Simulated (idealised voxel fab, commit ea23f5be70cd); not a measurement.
The process module that follows is named voxel air gaps.
Square cell edge 5 nm, section width 210 nm, ID cut.
A cross-section is written here as square cells arranged in a grid, and it is given in bands from the top down, each band taking up one or more rows of cells. In this notation a band is specified by the heights of its top and bottom, in that order and in nm, after which its materials appear from left to right, each paired with its width in nm. The word "everywhere" attached to a single material means that material fills the band from edge to edge; the word "blank" stands for empty space. Note: height 0 marks the level under which the wafer is uniformly one material as received. Lowest band unbounded below, written "0 down". Graded width ("30 to 40"): value in top row of band = first number; value in bottom row = second number; row-to-row change constant. "nothing different", as given for a step, is the statement that not any cell of the cross-section underwent a change during that step. Basically, "Sealed internal voids" tells you about the enclosed voids: empty spaces with no open way to the top, 8 cells or bigger, each written width x height at distance, where distance is from the left edge, all in nm. Read whatever lies past the settings on a step's line as the simulator's own remark about the step. overlay nm, on a step with a mask: how far to the right of its planned place the mask lay; to the left if negative.

## List of planned process steps
1. op RECEIVE | material Si
2. op CONFORMAL_DEP | material SiO2 | thk nm 15
3. op CONFORMAL_DEP | material SiCN | thk nm 5
4. op DIRECTIONAL_DEP | material SiO2 | thk nm 30
5. op DIRECTIONAL_DEP | material aC | thk nm 10
6. op PATTERN | tone open | mask id LINES | material resist | width nm 20 | pitch nm 50 | thk nm 30 | overlay nm 0
7. op DIRECTIONAL_ETCH | etch materials aC | depth nm 10
8. op STRIP | etch materials resist
9. op DIRECTIONAL_ETCH | etch materials SiO2 | depth nm 30
10. op STRIP | etch materials aC
11. op CONFORMAL_DEP | material TiN | thk nm 5
12. op FILL_DEP | material W | thk nm 5
13. op CMP | height nm 50
14. op EPI | material Ru | thk nm 10
15. op SELECTIVE_ETCH | etch materials SiO2 | depth nm 40
16. op CONFORMAL_DEP | material SiCN | thk nm 5
varied across the wafers: thk nm of step 16. The plan shows the first wafer's value. All wafers start alike

## First of several wafers, received after step 1, in cross-section
0 down: Si everywhere
Sealed internal voids: none

## End of the module, past its last step, step 16: how the first of several wafers looks in cross-section
65 to 60: blank: 5 | SiCN: 200 | blank: 5
60 to 50: blank: 5 | SiCN: 5 | Ru: 40 | SiCN: 10 | Ru: 40 | SiCN: 10 | Ru: 40 | SiCN: 10 | Ru: 40 | SiCN: 5 | blank: 5
50 to 45: blank: 5 | SiCN: 15 | TiN: 5 | W: 10 | TiN: 5 | SiCN: 30 | TiN: 5 | W: 10 | TiN: 5 | SiCN: 30 | TiN: 5 | W: 10 | TiN: 5 | SiCN: 30 | TiN: 5 | W: 10 | TiN: 5 | SiCN: 15 | blank: 5
45 to 25: blank: 15 | SiCN: 5 | TiN: 5 | W: 10 | TiN: 5 | SiCN: 5 | blank: 20 | SiCN: 5 | TiN: 5 | W: 10 | TiN: 5 | SiCN: 5 | blank: 20 | SiCN: 5 | TiN: 5 | W: 10 | TiN: 5 | SiCN: 5 | blank: 20 | SiCN: 5 | TiN: 5 | W: 10 | TiN: 5 | SiCN: 5 | blank: 15
25 to 20: SiCN: 20 | TiN: 20 | SiCN: 30 | TiN: 20 | SiCN: 30 | TiN: 20 | SiCN: 30 | TiN: 20 | SiCN: 20
20 to 15: SiCN everywhere
15 to 0: SiO2 everywhere
0 down: Si everywhere
Sealed internal voids: 20 x 20 at 45; 20 x 20 at 95; 20 x 20 at 145

## Of the several wafers, the last: cross-section at the end of the module
80 to 60: SiCN everywhere
60 to 50: SiCN: 10 | Ru: 40 | SiCN: 10 | Ru: 40 | SiCN: 10 | Ru: 40 | SiCN: 10 | Ru: 40 | SiCN: 10
50 to 45: SiCN: 20 | TiN: 5 | W: 10 | TiN: 5 | SiCN: 30 | TiN: 5 | W: 10 | TiN: 5 | SiCN: 30 | TiN: 5 | W: 10 | TiN: 5 | SiCN: 30 | TiN: 5 | W: 10 | TiN: 5 | SiCN: 20
45 to 40: SiCN: 20 | TiN: 5 | W: 10 | TiN: 5 | SiCN: 5 | blank: 20 | SiCN: 5 | TiN: 5 | W: 10 | TiN: 5 | SiCN: 5 | blank: 20 | SiCN: 5 | TiN: 5 | W: 10 | TiN: 5 | SiCN: 5 | blank: 20 | SiCN: 5 | TiN: 5 | W: 10 | TiN: 5 | SiCN: 20
40 to 30: blank: 10 | SiCN: 10 | TiN: 5 | W: 10 | TiN: 5 | SiCN: 5 | blank: 20 | SiCN: 5 | TiN: 5 | W: 10 | TiN: 5 | SiCN: 5 | blank: 20 | SiCN: 5 | TiN: 5 | W: 10 | TiN: 5 | SiCN: 5 | blank: 20 | SiCN: 5 | TiN: 5 | W: 10 | TiN: 5 | SiCN: 10 | blank: 10
30 to 25: SiCN: 20 | TiN: 5 | W: 10 | TiN: 5 | SiCN: 5 | blank: 20 | SiCN: 5 | TiN: 5 | W: 10 | TiN: 5 | SiCN: 5 | blank: 20 | SiCN: 5 | TiN: 5 | W: 10 | TiN: 5 | SiCN: 5 | blank: 20 | SiCN: 5 | TiN: 5 | W: 10 | TiN: 5 | SiCN: 20
25 to 20: SiCN: 20 | TiN: 20 | SiCN: 30 | TiN: 20 | SiCN: 30 | TiN: 20 | SiCN: 30 | TiN: 20 | SiCN: 20
20 to 15: SiCN everywhere
15 to 0: SiO2 everywhere
0 down: Si everywhere
Sealed internal voids: 20 x 20 at 45; 20 x 20 at 95; 20 x 20 at 145

## Every row in this table is a wafer at the end of the module, and it gives, for each of the materials, the cells that wafer has gained (+) or lost (-) since it was received, then its closed voids
thk nm 5, +64 Ru, +180 SiCN, +126 SiO2, +56 TiN, +40 W, Sealed internal voids: 20 x 20 at 45; 20 x 20 at 95; 20 x 20 at 145
thk nm 10, +64 Ru, +246 SiCN, +126 SiO2, +56 TiN, +40 W, Sealed internal voids: 20 x 20 at 45; 20 x 20 at 95; 20 x 20 at 145
thk nm 15, +64 Ru, +288 SiCN, +126 SiO2, +56 TiN, +40 W, Sealed internal voids: 20 x 20 at 45; 20 x 20 at 95; 20 x 20 at 145
thk nm 20, +64 Ru, +330 SiCN, +126 SiO2, +56 TiN, +40 W, Sealed internal voids: 20 x 20 at 45; 20 x 20 at 95; 20 x 20 at 145
